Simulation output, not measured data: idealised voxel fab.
voxel transistor to metal: a process module
The figure presents cross-section cut, which has a width of 215 nm and is divided into square cells with an edge length of 5 nm.
Cross-section = grid of square cells, listed top down in bands; band = one or more rows.
The entry gives the band's vertical extent as a top height and a bottom height in nm, then its horizontal make-up as materials from left to right, each with a width in nm. "empty" stands for empty space; a single material marked "all across" fills the band edge to edge.
Basically, 0 is our baseline, since under it the wafer straight out of the box is all one material. The bottom band has no lower end and keeps on going down, so it looks like "0 -> down".
Graded width ("30..40"): value in top row of band = first number; value in bottom row = second number; row-to-row change constant.
It should be understood that the words "nothing altered", when stated for a given step, signify that the cross-section underwent no change in any of its cells during that step.
So "Entrapped voids" is basically the list of trapped voids: any empty space of 8 cells or more that can't reach the top through an opening. They're written width x height at distance, the distance being from the left edge, and it's all nm.
It should be noted that, on the line of a given step, the content following the step's settings is a remark produced by the simulator itself with respect to that step.
Regarding "overlay nm": on a step with a mask, it is the distance the mask lay to the right of its planned place; a negative value places it to the left.
Listed below are the process steps as planned
1) RECEIVE: material Si
2) OXIDIZE: depth nm 5
3) CONFORMAL_DEP: material SiN, thk nm 15
4) MASKED_ETCH: tone cover, mask id ACTIVE, width nm 95, etch materials SiN, depth nm 15, overlay nm 0
5) MASKED_ETCH: tone cover, mask id ACTIVE, width nm 95, etch materials SiO2, depth nm 5, overlay nm 0
6) MASKED_ETCH: tone cover, mask id ACTIVE, width nm 95, etch materials Si, depth nm 35, overlay nm 0
7) OXIDIZE: depth nm 5
8) FILL_DEP: material SiO2, thk nm 10
9) CMP: height nm 15
10) SELECTIVE_ETCH: etch materials SiO2, depth nm 5
11) STRIP: etch materials SiN
12) SELECTIVE_ETCH: etch materials SiO2, depth nm 5
13) OXIDIZE: depth nm 5
14) DIRECTIONAL_DEP: material polySi, thk nm 30
15) DIRECTIONAL_DEP: material SiCN, thk nm 15
16) MASKED_ETCH: tone cover, mask id GATE, width nm 15, etch materials SiCN, depth nm 25, overlay nm 0
17) MASKED_ETCH: tone cover, mask id GATE, width nm 15, etch materials polySi, depth nm 40, overlay nm 0
18) CONFORMAL_DEP: material SiO2, thk nm 5
19) DIRECTIONAL_ETCH: etch materials SiO2, depth nm 5
20) CONFORMAL_DEP: material SiN, thk nm 5
21) DIRECTIONAL_ETCH: etch materials SiN, depth nm 5
22) DIRECTIONAL_ETCH: etch materials SiO2, depth nm 5
23) DIRECTIONAL_ETCH: etch materials Si, depth nm 15
24) EPI: material SiGe, thk nm 20
25) FILL_DEP: material SiO2, thk nm 10
26) CMP: height nm 40
27) DIRECTIONAL_DEP: material SiO2, thk nm 15
28) MASKED_ETCH: tone open, mask id CONTACT, width nm 25, pitch nm 50, etch materials SiO2, depth nm 45, overlay nm 0
29) CONFORMAL_DEP: material TiN, thk nm 5
30) FILL_DEP: material Ru, thk nm 10
31) CMP: height nm 55
32) CONFORMAL_DEP: material SiN, thk nm 5
33) DIRECTIONAL_DEP: material lowk, thk nm 15
34) PATTERN: tone open, mask id METAL_1, material resist, width nm 15, pitch nm 60, thk nm 20, overlay nm 0
35) DIRECTIONAL_ETCH: etch materials lowk, depth nm 15
36) DIRECTIONAL_ETCH: etch materials SiN, depth nm 5
37) STRIP: etch materials resist
38) CONFORMAL_DEP: material TiN, thk nm 5
39) FILL_DEP: material W, thk nm 5
40) CMP: height nm 75
41) EPI: material Ru, thk nm 5
42) FILL_DEP: material SiCN, thk nm 5
Concerning the first of two wafers, which was run in accordance with the plan
Received-state cross-section, reflecting completion of step 1
	0 -> down | Si all across
	Entrapped voids: none
Step 2 done - wafer cross-section
	0 -> -5 | SiO2 all across
	Below -5 it's all the same as before, nothing changed down there.
Step 3 done - wafer cross-section
	15 -> 0 | SiN all across
	Below 0 it's all the same as before, nothing changed down there.
Step 4 done - wafer cross-section
	15 -> 0 | empty=60, then SiN=95, then empty=60
	Below 0 it's all the same as before, nothing changed down there.
Step 5 done - wafer cross-section
	15 -> 0 | empty=60, then SiN=95, then empty=60
	0 -> -5 | empty=60, then SiO2=95, then empty=60
	Below -5 it's all the same as before, nothing changed down there.
Step 6 done - wafer cross-section
	15 -> 0 | empty=60, then SiN=95, then empty=60
	0 -> -5 | empty=60, then SiO2=95, then empty=60
	-5 -> -40 | empty=60, then Si=95, then empty=60
	Below -40 it's all the same as before, nothing changed down there.
Step 7 done - wafer cross-section
	15 -> 0 | empty=60, then SiN=95, then empty=60
	0 -> -5 | empty=60, then SiO2=95, then empty=60
	-5 -> -40 | empty=60, then SiO2=5, then Si=85, then SiO2=5, then empty=60
	-40 -> -45 | SiO2=65, then Si=85, then SiO2=65
	Below -45 it's all the same as before, nothing changed down there.
Step 8 done - wafer cross-section
	25 -> 15 | SiO2 all across
	15 -> 0 | SiO2=60, then SiN=95, then SiO2=60
	0 -> -5 | SiO2 all across
	-5 -> -45 | SiO2=65, then Si=85, then SiO2=65
	Below -45 it's all the same as before, nothing changed down there.
Step 9 done - wafer cross-section
	15 -> 0 | SiO2=60, then SiN=95, then SiO2=60
	Below 0 it's all the same as before, nothing changed down there.
Step 10 done - wafer cross-section
	15 -> 10 | empty=60, then SiN=95, then empty=60
	Below 10 it's all the same as before, nothing changed down there.
Step 11 done - wafer cross-section
	10 -> 0 | SiO2=60, then empty=95, then SiO2=60
	Below 0 it's all the same as before, nothing changed down there.
Step 12 done - wafer cross-section
	5 -> -5 | SiO2=55, then empty=105, then SiO2=55
	Below -5 it's all the same as before, nothing changed down there.
Step 13 done - wafer cross-section
	5 -> -5 | SiO2=55, then empty=105, then SiO2=55
	-5 -> -10 | SiO2 all across
	Below -10 it's all the same as before, nothing changed down there.
Step 14 done - wafer cross-section
	35 -> 25 | polySi=55, then empty=105, then polySi=55
	25 -> 5 | polySi all across
	5 -> -5 | SiO2=55, then polySi=105, then SiO2=55
	Below -5 it's all the same as before, nothing changed down there.
Step 15 done - wafer cross-section
	50 -> 40 | SiCN=55, then empty=105, then SiCN=55
	40 -> 35 | SiCN all across
	35 -> 25 | polySi=55, then SiCN=105, then polySi=55
	Below 25 it's all the same as before, nothing changed down there.
Step 16 done - wafer cross-section
	40 -> 35 | empty=100, then SiCN=15, then empty=100
	35 -> 25 | polySi=55, then empty=45, then SiCN=15, then empty=45, then polySi=55
	Below 25 it's all the same as before, nothing changed down there.
Step 17 done - wafer cross-section
	40 -> 25 | empty=100, then SiCN=15, then empty=100
	25 -> 5 | empty=100, then polySi=15, then empty=100
	5 -> -5 | SiO2=55, then empty=45, then polySi=15, then empty=45, then SiO2=55
	Below -5 it's all the same as before, nothing changed down there.
Step 18 done - wafer cross-section
	45 -> 40 | empty=95, then SiO2=25, then empty=95
	40 -> 25 | empty=95, then SiO2=5, then SiCN=15, then SiO2=5, then empty=95
	25 -> 10 | empty=95, then SiO2=5, then polySi=15, then SiO2=5, then empty=95
	10 -> 0 | SiO2=60, then empty=35, then SiO2=5, then polySi=15, then SiO2=5, then empty=35, then SiO2=60
	0 -> -5 | SiO2=100, then polySi=15, then SiO2=100
	Below -5 it's all the same as before, nothing changed down there.
Step 19 done - wafer cross-section
	40 -> 25 | empty=95, then SiO2=5, then SiCN=15, then SiO2=5, then empty=95
	25 -> 5 | empty=95, then SiO2=5, then polySi=15, then SiO2=5, then empty=95
	5 -> -5 | SiO2=60, then empty=35, then SiO2=5, then polySi=15, then SiO2=5, then empty=35, then SiO2=60
	Below -5 it's all the same as before, nothing changed down there.
Step 20 done - wafer cross-section
	45 -> 40 | empty=90, then SiN=35, then empty=90
	40 -> 25 | empty=90, then SiN=5, then SiO2=5, then SiCN=15, then SiO2=5, then SiN=5, then empty=90
	25 -> 10 | empty=90, then SiN=5, then SiO2=5, then polySi=15, then SiO2=5, then SiN=5, then empty=90
	10 -> 5 | SiN=65, then empty=25, then SiN=5, then SiO2=5, then polySi=15, then SiO2=5, then SiN=5, then empty=25, then SiN=65
	5 -> 0 | SiO2=60, then SiN=5, then empty=25, then SiN=5, then SiO2=5, then polySi=15, then SiO2=5, then SiN=5, then empty=25, then SiN=5, then SiO2=60
	0 -> -5 | SiO2=60, then SiN=35, then SiO2=5, then polySi=15, then SiO2=5, then SiN=35, then SiO2=60
	Below -5 it's all the same as before, nothing changed down there.
Step 21 done - wafer cross-section
	40 -> 25 | empty=90, then SiN=5, then SiO2=5, then SiCN=15, then SiO2=5, then SiN=5, then empty=90
	25 -> 5 | empty=90, then SiN=5, then SiO2=5, then polySi=15, then SiO2=5, then SiN=5, then empty=90
	5 -> -5 | SiO2=60, then SiN=5, then empty=25, then SiN=5, then SiO2=5, then polySi=15, then SiO2=5, then SiN=5, then empty=25, then SiN=5, then SiO2=60
	Below -5 it's all the same as before, nothing changed down there.
Step 22 done - wafer cross-section
	40 -> 35 | empty=90, then SiN=5, then empty=5, then SiCN=15, then empty=5, then SiN=5, then empty=90
	35 -> 25 | empty=90, then SiN=5, then SiO2=5, then SiCN=15, then SiO2=5, then SiN=5, then empty=90
	25 -> 5 | empty=90, then SiN=5, then SiO2=5, then polySi=15, then SiO2=5, then SiN=5, then empty=90
	5 -> 0 | empty=60, then SiN=5, then empty=25, then SiN=5, then SiO2=5, then polySi=15, then SiO2=5, then SiN=5, then empty=25, then SiN=5, then empty=60
	0 -> -5 | SiO2=60, then SiN=5, then empty=25, then SiN=5, then SiO2=5, then polySi=15, then SiO2=5, then SiN=5, then empty=25, then SiN=5, then SiO2=60
	-5 -> -10 | SiO2=65, then empty=25, then SiO2=35, then empty=25, then SiO2=65
	Below -10 it's all the same as before, nothing changed down there.
Step 23 done - wafer cross-section
	40 -> 35 | empty=90, then SiN=5, then empty=5, then SiCN=15, then empty=5, then SiN=5, then empty=90
	35 -> 25 | empty=90, then SiN=5, then SiO2=5, then SiCN=15, then SiO2=5, then SiN=5, then empty=90
	25 -> 5 | empty=90, then SiN=5, then SiO2=5, then polySi=15, then SiO2=5, then SiN=5, then empty=90
	5 -> 0 | empty=60, then SiN=5, then empty=25, then SiN=5, then SiO2=5, then polySi=15, then SiO2=5, then SiN=5, then empty=25, then SiN=5, then empty=60
	0 -> -5 | SiO2=60, then SiN=5, then empty=25, then SiN=5, then SiO2=5, then polySi=15, then SiO2=5, then SiN=5, then empty=25, then SiN=5, then SiO2=60
	-5 -> -10 | SiO2=65, then empty=25, then SiO2=35, then empty=25, then SiO2=65
	-10 -> -25 | SiO2=65, then empty=25, then Si=35, then empty=25, then SiO2=65
	Below -25 it's all the same as before, nothing changed down there.
Step 24 done - wafer cross-section
	40 -> 35 | empty=90, then SiN=5, then empty=5, then SiCN=15, then empty=5, then SiN=5, then empty=90
	35 -> 25 | empty=90, then SiN=5, then SiO2=5, then SiCN=15, then SiO2=5, then SiN=5, then empty=90
	25 -> 10 | empty=90, then SiN=5, then SiO2=5, then polySi=15, then SiO2=5, then SiN=5, then empty=90
	10 -> 5 | empty=70, then SiGe=20, then SiN=5, then SiO2=5, then polySi=15, then SiO2=5, then SiN=5, then SiGe=20, then empty=70
	5 -> 0 | empty=60, then SiN=5, then empty=5, then SiGe=20, then SiN=5, then SiO2=5, then polySi=15, then SiO2=5, then SiN=5, then SiGe=20, then empty=5, then SiN=5, then empty=60
	0 -> -5 | SiO2=60, then SiN=5, then empty=5, then SiGe=20, then SiN=5, then SiO2=5, then polySi=15, then SiO2=5, then SiN=5, then SiGe=20, then empty=5, then SiN=5, then SiO2=60
	-5 -> -10 | SiO2=65, then SiGe=25, then SiO2=35, then SiGe=25, then SiO2=65
	-10 -> -25 | SiO2=65, then SiGe=25, then Si=35, then SiGe=25, then SiO2=65
	Below -25 it's all the same as before, nothing changed down there.
Step 25 done - wafer cross-section
	50 -> 40 | SiO2 all across
	40 -> 25 | SiO2=90, then SiN=5, then SiO2=5, then SiCN=15, then SiO2=5, then SiN=5, then SiO2=90
	25 -> 10 | SiO2=90, then SiN=5, then SiO2=5, then polySi=15, then SiO2=5, then SiN=5, then SiO2=90
	10 -> 5 | SiO2=70, then SiGe=20, then SiN=5, then SiO2=5, then polySi=15, then SiO2=5, then SiN=5, then SiGe=20, then SiO2=70
	5 -> -5 | SiO2=60, then SiN=5, then SiO2=5, then SiGe=20, then SiN=5, then SiO2=5, then polySi=15, then SiO2=5, then SiN=5, then SiGe=20, then SiO2=5, then SiN=5, then SiO2=60
	Below -5 it's all the same as before, nothing changed down there.
Step 26 done - wafer cross-section
	40 -> 25 | SiO2=90, then SiN=5, then SiO2=5, then SiCN=15, then SiO2=5, then SiN=5, then SiO2=90
	Below 25 it's all the same as before, nothing changed down there.
Step 27 done - wafer cross-section
	55 -> 40 | SiO2 all across
	Below 40 it's all the same as before, nothing changed down there.
Step 28 done - wafer cross-section
	55 -> 40 | SiO2=70, then empty=25, then SiO2=25, then empty=25, then SiO2=70
	40 -> 25 | SiO2=70, then empty=20, then SiN=5, then SiO2=5, then SiCN=15, then SiO2=5, then SiN=5, then empty=20, then SiO2=70
	25 -> 10 | SiO2=70, then empty=20, then SiN=5, then SiO2=5, then polySi=15, then SiO2=5, then SiN=5, then empty=20, then SiO2=70
	Below 10 it's all the same as before, nothing changed down there.
Step 29 done - wafer cross-section
	60 -> 55 | TiN=75, then empty=15, then TiN=35, then empty=15, then TiN=75
	55 -> 45 | SiO2=70, then TiN=5, then empty=15, then TiN=5, then SiO2=25, then TiN=5, then empty=15, then TiN=5, then SiO2=70
	45 -> 40 | SiO2=70, then TiN=5, then empty=10, then TiN=10, then SiO2=25, then TiN=10, then empty=10, then TiN=5, then SiO2=70
	40 -> 25 | SiO2=70, then TiN=5, then empty=10, then TiN=5, then SiN=5, then SiO2=5, then SiCN=15, then SiO2=5, then SiN=5, then TiN=5, then empty=10, then TiN=5, then SiO2=70
	25 -> 15 | SiO2=70, then TiN=5, then empty=10, then TiN=5, then SiN=5, then SiO2=5, then polySi=15, then SiO2=5, then SiN=5, then TiN=5, then empty=10, then TiN=5, then SiO2=70
	15 -> 10 | SiO2=70, then TiN=20, then SiN=5, then SiO2=5, then polySi=15, then SiO2=5, then SiN=5, then TiN=20, then SiO2=70
	Below 10 it's all the same as before, nothing changed down there.
Step 30 done - wafer cross-section
	70 -> 60 | Ru all across
	60 -> 55 | TiN=75, then Ru=15, then TiN=35, then Ru=15, then TiN=75
	55 -> 45 | SiO2=70, then TiN=5, then Ru=15, then TiN=5, then SiO2=25, then TiN=5, then Ru=15, then TiN=5, then SiO2=70
	45 -> 40 | SiO2=70, then TiN=5, then Ru=10, then TiN=10, then SiO2=25, then TiN=10, then Ru=10, then TiN=5, then SiO2=70
	40 -> 25 | SiO2=70, then TiN=5, then Ru=10, then TiN=5, then SiN=5, then SiO2=5, then SiCN=15, then SiO2=5, then SiN=5, then TiN=5, then Ru=10, then TiN=5, then SiO2=70
	25 -> 15 | SiO2=70, then TiN=5, then Ru=10, then TiN=5, then SiN=5, then SiO2=5, then polySi=15, then SiO2=5, then SiN=5, then TiN=5, then Ru=10, then TiN=5, then SiO2=70
	Below 15 it's all the same as before, nothing changed down there.
Step 31 done - wafer cross-section
	55 -> 45 | SiO2=70, then TiN=5, then Ru=15, then TiN=5, then SiO2=25, then TiN=5, then Ru=15, then TiN=5, then SiO2=70
	Below 45 it's all the same as before, nothing changed down there.
Step 32 done - wafer cross-section
	60 -> 55 | SiN all across
	Below 55 it's all the same as before, nothing changed down there.
Step 33 done - wafer cross-section
	75 -> 60 | lowk all across
	Below 60 it's all the same as before, nothing changed down there.
Step 34 done - wafer cross-section
	95 -> 75 | resist=70, then empty=15, then resist=45, then empty=15, then resist=70
	Below 75 it's all the same as before, nothing changed down there.
Step 35 done - wafer cross-section
	95 -> 75 | resist=70, then empty=15, then resist=45, then empty=15, then resist=70
	75 -> 60 | lowk=70, then empty=15, then lowk=45, then empty=15, then lowk=70
	Below 60 it's all the same as before, nothing changed down there.
Step 36 done - wafer cross-section
	95 -> 75 | resist=70, then empty=15, then resist=45, then empty=15, then resist=70
	75 -> 60 | lowk=70, then empty=15, then lowk=45, then empty=15, then lowk=70
	60 -> 55 | SiN=70, then empty=15, then SiN=45, then empty=15, then SiN=70
	Below 55 it's all the same as before, nothing changed down there.
Step 37 done - wafer cross-section
	75 -> 60 | lowk=70, then empty=15, then lowk=45, then empty=15, then lowk=70
	Below 60 it's all the same as before, nothing changed down there.
Step 38 done - wafer cross-section
	80 -> 75 | TiN=75, then empty=5, then TiN=55, then empty=5, then TiN=75
	75 -> 60 | lowk=70, then TiN=5, then empty=5, then TiN=5, then lowk=45, then TiN=5, then empty=5, then TiN=5, then lowk=70
	60 -> 55 | SiN=70, then TiN=15, then SiN=45, then TiN=15, then SiN=70
	Below 55 it's all the same as before, nothing changed down there.
Step 39 done - wafer cross-section
	85 -> 80 | W all across
	80 -> 75 | TiN=75, then W=5, then TiN=55, then W=5, then TiN=75
	75 -> 60 | lowk=70, then TiN=5, then W=5, then TiN=5, then lowk=45, then TiN=5, then W=5, then TiN=5, then lowk=70
	Below 60 it's all the same as before, nothing changed down there.
Step 40 done - wafer cross-section
	75 -> 60 | lowk=70, then TiN=5, then W=5, then TiN=5, then lowk=45, then TiN=5, then W=5, then TiN=5, then lowk=70
	Below 60 it's all the same as before, nothing changed down there.
Step 41 done - wafer cross-section
	80 -> 75 | empty=65, then Ru=25, then empty=35, then Ru=25, then empty=65
	Below 75 it's all the same as before, nothing changed down there.
Step 42 done - wafer cross-section
	85 -> 80 | SiCN all across
	80 -> 75 | SiCN=65, then Ru=25, then SiCN=35, then Ru=25, then SiCN=65
	Below 75 it's all the same as before, nothing changed down there.
Wafer two. Same start, same plan, one slip in execution. Same as wafer one through step 10, inclusive
The second wafer cut through, at the time step 11 was supposed to be finished
	15 -> 5 | empty=60, then SiN=95, then empty=60
	Below 5 it's all the same as before, nothing changed down there.
The second wafer cut through, at the time step 12 was supposed to be finished
	5 -> 0 | SiO2=60, then empty=95, then SiO2=60
	Below 0 it's all the same as before, nothing changed down there.
The second wafer cut through, at the time step 13 was supposed to be finished: nothing altered
The second wafer cut through, at the time step 14 was supposed to be finished
	35 -> 30 | polySi=60, then empty=95, then polySi=60
	30 -> 5 | polySi all across
	5 -> 0 | SiO2=60, then polySi=95, then SiO2=60
	Below 0 it's all the same as before, nothing changed down there.
The second wafer cut through, at the time step 15 was supposed to be finished
	50 -> 45 | SiCN=60, then empty=95, then SiCN=60
	45 -> 35 | SiCN all across
	35 -> 30 | polySi=60, then SiCN=95, then polySi=60
	Below 30 it's all the same as before, nothing changed down there.
The second wafer cut through, at the time step 16 was supposed to be finished
	45 -> 35 | empty=100, then SiCN=15, then empty=100
	35 -> 30 | polySi=60, then empty=40, then SiCN=15, then empty=40, then polySi=60
	Below 30 it's all the same as before, nothing changed down there.
The second wafer cut through, at the time step 17 was supposed to be finished
	45 -> 30 | empty=100, then SiCN=15, then empty=100
	30 -> 5 | empty=100, then polySi=15, then empty=100
	5 -> 0 | SiO2=60, then empty=40, then polySi=15, then empty=40, then SiO2=60
	Below 0 it's all the same as before, nothing changed down there.
The second wafer cut through, at the time step 18 was supposed to be finished
	50 -> 45 | empty=95, then SiO2=25, then empty=95
	45 -> 30 | empty=95, then SiO2=5, then SiCN=15, then SiO2=5, then empty=95
	30 -> 10 | empty=95, then SiO2=5, then polySi=15, then SiO2=5, then empty=95
	10 -> 5 | SiO2=65, then empty=30, then SiO2=5, then polySi=15, then SiO2=5, then empty=30, then SiO2=65
	5 -> 0 | SiO2=100, then polySi=15, then SiO2=100
	Below 0 it's all the same as before, nothing changed down there.
The second wafer cut through, at the time step 19 was supposed to be finished
	45 -> 30 | empty=95, then SiO2=5, then SiCN=15, then SiO2=5, then empty=95
	30 -> 5 | empty=95, then SiO2=5, then polySi=15, then SiO2=5, then empty=95
	5 -> 0 | SiO2=65, then empty=30, then SiO2=5, then polySi=15, then SiO2=5, then empty=30, then SiO2=65
	Below 0 it's all the same as before, nothing changed down there.
The second wafer cut through, at the time step 20 was supposed to be finished
	50 -> 45 | empty=90, then SiN=35, then empty=90
	45 -> 30 | empty=90, then SiN=5, then SiO2=5, then SiCN=15, then SiO2=5, then SiN=5, then empty=90
	30 -> 10 | empty=90, then SiN=5, then SiO2=5, then polySi=15, then SiO2=5, then SiN=5, then empty=90
	10 -> 5 | SiN=70, then empty=20, then SiN=5, then SiO2=5, then polySi=15, then SiO2=5, then SiN=5, then empty=20, then SiN=70
	5 -> 0 | SiO2=65, then SiN=30, then SiO2=5, then polySi=15, then SiO2=5, then SiN=30, then SiO2=65
	Below 0 it's all the same as before, nothing changed down there.
The second wafer cut through, at the time step 21 was supposed to be finished
	45 -> 30 | empty=90, then SiN=5, then SiO2=5, then SiCN=15, then SiO2=5, then SiN=5, then empty=90
	30 -> 5 | empty=90, then SiN=5, then SiO2=5, then polySi=15, then SiO2=5, then SiN=5, then empty=90
	5 -> 0 | SiO2=65, then SiN=5, then empty=20, then SiN=5, then SiO2=5, then polySi=15, then SiO2=5, then SiN=5, then empty=20, then SiN=5, then SiO2=65
	Below 0 it's all the same as before, nothing changed down there.
The second wafer cut through, at the time step 22 was supposed to be finished
	45 -> 40 | empty=90, then SiN=5, then empty=5, then SiCN=15, then empty=5, then SiN=5, then empty=90
	40 -> 30 | empty=90, then SiN=5, then SiO2=5, then SiCN=15, then SiO2=5, then SiN=5, then empty=90
	30 -> 5 | empty=90, then SiN=5, then SiO2=5, then polySi=15, then SiO2=5, then SiN=5, then empty=90
	5 -> 0 | empty=65, then SiN=5, then empty=20, then SiN=5, then SiO2=5, then polySi=15, then SiO2=5, then SiN=5, then empty=20, then SiN=5, then empty=65
	0 -> -5 | SiO2=70, then empty=20, then SiO2=35, then empty=20, then SiO2=70
	Below -5 it's all the same as before, nothing changed down there.
The second wafer cut through, at the time step 23 was supposed to be finished
	45 -> 40 | empty=90, then SiN=5, then empty=5, then SiCN=15, then empty=5, then SiN=5, then empty=90
	40 -> 30 | empty=90, then SiN=5, then SiO2=5, then SiCN=15, then SiO2=5, then SiN=5, then empty=90
	30 -> 5 | empty=90, then SiN=5, then SiO2=5, then polySi=15, then SiO2=5, then SiN=5, then empty=90
	5 -> 0 | empty=65, then SiN=5, then empty=20, then SiN=5, then SiO2=5, then polySi=15, then SiO2=5, then SiN=5, then empty=20, then SiN=5, then empty=65
	0 -> -5 | SiO2=70, then empty=20, then SiO2=35, then empty=20, then SiO2=70
	-5 -> -20 | SiO2=65, then Si=5, then empty=20, then Si=35, then empty=20, then Si=5, then SiO2=65
	Below -20 it's all the same as before, nothing changed down there.
The second wafer cut through, at the time step 24 was supposed to be finished
	45 -> 40 | empty=90, then SiN=5, then empty=5, then SiCN=15, then empty=5, then SiN=5, then empty=90
	40 -> 30 | empty=90, then SiN=5, then SiO2=5, then SiCN=15, then SiO2=5, then SiN=5, then empty=90
	30 -> 15 | empty=90, then SiN=5, then SiO2=5, then polySi=15, then SiO2=5, then SiN=5, then empty=90
	15 -> 5 | empty=60, then SiGe=30, then SiN=5, then SiO2=5, then polySi=15, then SiO2=5, then SiN=5, then SiGe=30, then empty=60
	5 -> 0 | empty=60, then SiGe=5, then SiN=5, then SiGe=20, then SiN=5, then SiO2=5, then polySi=15, then SiO2=5, then SiN=5, then SiGe=20, then SiN=5, then SiGe=5, then empty=60
	0 -> -5 | SiO2=70, then SiGe=20, then SiO2=35, then SiGe=20, then SiO2=70
	-5 -> -20 | SiO2=65, then Si=5, then SiGe=20, then Si=35, then SiGe=20, then Si=5, then SiO2=65
	Below -20 it's all the same as before, nothing changed down there.
The second wafer cut through, at the time step 25 was supposed to be finished
	55 -> 45 | SiO2 all across
	45 -> 30 | SiO2=90, then SiN=5, then SiO2=5, then SiCN=15, then SiO2=5, then SiN=5, then SiO2=90
	30 -> 15 | SiO2=90, then SiN=5, then SiO2=5, then polySi=15, then SiO2=5, then SiN=5, then SiO2=90
	15 -> 5 | SiO2=60, then SiGe=30, then SiN=5, then SiO2=5, then polySi=15, then SiO2=5, then SiN=5, then SiGe=30, then SiO2=60
	5 -> 0 | SiO2=60, then SiGe=5, then SiN=5, then SiGe=20, then SiN=5, then SiO2=5, then polySi=15, then SiO2=5, then SiN=5, then SiGe=20, then SiN=5, then SiGe=5, then SiO2=60
	Below 0 it's all the same as before, nothing changed down there.
The second wafer cut through, at the time step 26 was supposed to be finished
	40 -> 30 | SiO2=90, then SiN=5, then SiO2=5, then SiCN=15, then SiO2=5, then SiN=5, then SiO2=90
	Below 30 it's all the same as before, nothing changed down there.
The second wafer cut through, at the time step 27 was supposed to be finished
	55 -> 40 | SiO2 all across
	Below 40 it's all the same as before, nothing changed down there.
The second wafer cut through, at the time step 28 was supposed to be finished
	55 -> 40 | SiO2=70, then empty=25, then SiO2=25, then empty=25, then SiO2=70
	40 -> 30 | SiO2=70, then empty=20, then SiN=5, then SiO2=5, then SiCN=15, then SiO2=5, then SiN=5, then empty=20, then SiO2=70
	30 -> 15 | SiO2=70, then empty=20, then SiN=5, then SiO2=5, then polySi=15, then SiO2=5, then SiN=5, then empty=20, then SiO2=70
	Below 15 it's all the same as before, nothing changed down there.
The second wafer cut through, at the time step 29 was supposed to be finished
	60 -> 55 | TiN=75, then empty=15, then TiN=35, then empty=15, then TiN=75
	55 -> 45 | SiO2=70, then TiN=5, then empty=15, then TiN=5, then SiO2=25, then TiN=5, then empty=15, then TiN=5, then SiO2=70
	45 -> 40 | SiO2=70, then TiN=5, then empty=10, then TiN=10, then SiO2=25, then TiN=10, then empty=10, then TiN=5, then SiO2=70
	40 -> 30 | SiO2=70, then TiN=5, then empty=10, then TiN=5, then SiN=5, then SiO2=5, then SiCN=15, then SiO2=5, then SiN=5, then TiN=5, then empty=10, then TiN=5, then SiO2=70
	30 -> 20 | SiO2=70, then TiN=5, then empty=10, then TiN=5, then SiN=5, then SiO2=5, then polySi=15, then SiO2=5, then SiN=5, then TiN=5, then empty=10, then TiN=5, then SiO2=70
	20 -> 15 | SiO2=70, then TiN=20, then SiN=5, then SiO2=5, then polySi=15, then SiO2=5, then SiN=5, then TiN=20, then SiO2=70
	Below 15 it's all the same as before, nothing changed down there.
The second wafer cut through, at the time step 30 was supposed to be finished
	70 -> 60 | Ru all across
	60 -> 55 | TiN=75, then Ru=15, then TiN=35, then Ru=15, then TiN=75
	55 -> 45 | SiO2=70, then TiN=5, then Ru=15, then TiN=5, then SiO2=25, then TiN=5, then Ru=15, then TiN=5, then SiO2=70
	45 -> 40 | SiO2=70, then TiN=5, then Ru=10, then TiN=10, then SiO2=25, then TiN=10, then Ru=10, then TiN=5, then SiO2=70
	40 -> 30 | SiO2=70, then TiN=5, then Ru=10, then TiN=5, then SiN=5, then SiO2=5, then SiCN=15, then SiO2=5, then SiN=5, then TiN=5, then Ru=10, then TiN=5, then SiO2=70
	30 -> 20 | SiO2=70, then TiN=5, then Ru=10, then TiN=5, then SiN=5, then SiO2=5, then polySi=15, then SiO2=5, then SiN=5, then TiN=5, then Ru=10, then TiN=5, then SiO2=70
	Below 20 it's all the same as before, nothing changed down there.
The second wafer cut through, at the time step 31 was supposed to be finished
	55 -> 45 | SiO2=70, then TiN=5, then Ru=15, then TiN=5, then SiO2=25, then TiN=5, then Ru=15, then TiN=5, then SiO2=70
	Below 45 it's all the same as before, nothing changed down there.
The second wafer cut through, at the time step 32 was supposed to be finished
	60 -> 55 | SiN all across
	Below 55 it's all the same as before, nothing changed down there.
The second wafer cut through, at the time step 33 was supposed to be finished
	75 -> 60 | lowk all across
	Below 60 it's all the same as before, nothing changed down there.
The second wafer cut through, at the time step 34 was supposed to be finished
	95 -> 75 | resist=70, then empty=15, then resist=45, then empty=15, then resist=70
	Below 75 it's all the same as before, nothing changed down there.
The second wafer cut through, at the time step 35 was supposed to be finished
	95 -> 75 | resist=70, then empty=15, then resist=45, then empty=15, then resist=70
	75 -> 60 | lowk=70, then empty=15, then lowk=45, then empty=15, then lowk=70
	Below 60 it's all the same as before, nothing changed down there.
The second wafer cut through, at the time step 36 was supposed to be finished
	95 -> 75 | resist=70, then empty=15, then resist=45, then empty=15, then resist=70
	75 -> 60 | lowk=70, then empty=15, then lowk=45, then empty=15, then lowk=70
	60 -> 55 | SiN=70, then empty=15, then SiN=45, then empty=15, then SiN=70
	Below 55 it's all the same as before, nothing changed down there.
The second wafer cut through, at the time step 37 was supposed to be finished
	75 -> 60 | lowk=70, then empty=15, then lowk=45, then empty=15, then lowk=70
	Below 60 it's all the same as before, nothing changed down there.
The second wafer cut through, at the time step 38 was supposed to be finished
	80 -> 75 | TiN=75, then empty=5, then TiN=55, then empty=5, then TiN=75
	75 -> 60 | lowk=70, then TiN=5, then empty=5, then TiN=5, then lowk=45, then TiN=5, then empty=5, then TiN=5, then lowk=70
	60 -> 55 | SiN=70, then TiN=15, then SiN=45, then TiN=15, then SiN=70
	Below 55 it's all the same as before, nothing changed down there.
The second wafer cut through, at the time step 39 was supposed to be finished
	85 -> 80 | W all across
	80 -> 75 | TiN=75, then W=5, then TiN=55, then W=5, then TiN=75
	75 -> 60 | lowk=70, then TiN=5, then W=5, then TiN=5, then lowk=45, then TiN=5, then W=5, then TiN=5, then lowk=70
	Below 60 it's all the same as before, nothing changed down there.
The second wafer cut through, at the time step 40 was supposed to be finished
	75 -> 60 | lowk=70, then TiN=5, then W=5, then TiN=5, then lowk=45, then TiN=5, then W=5, then TiN=5, then lowk=70
	Below 60 it's all the same as before, nothing changed down there.
The second wafer cut through, at the time step 41 was supposed to be finished
	80 -> 75 | empty=65, then Ru=25, then empty=35, then Ru=25, then empty=65
	Below 75 it's all the same as before, nothing changed down there.
The second wafer cut through, at the time step 42 was supposed to be finished
	85 -> 80 | SiCN all across
	80 -> 75 | SiCN=65, then Ru=25, then SiCN=35, then Ru=25, then SiCN=65
	Below 75 it's all the same as before, nothing changed down there.
Processing error: the intended sequence of steps 11 and 12 was reversed during processing, with each occupying the position of the other
Count the cells at the end and the second wafer has more or fewer of some materials than the first: -4 Ru | +23 Si | -3 SiCN | +2 SiGe | -4 SiN | -10 SiO2 | -4 TiN
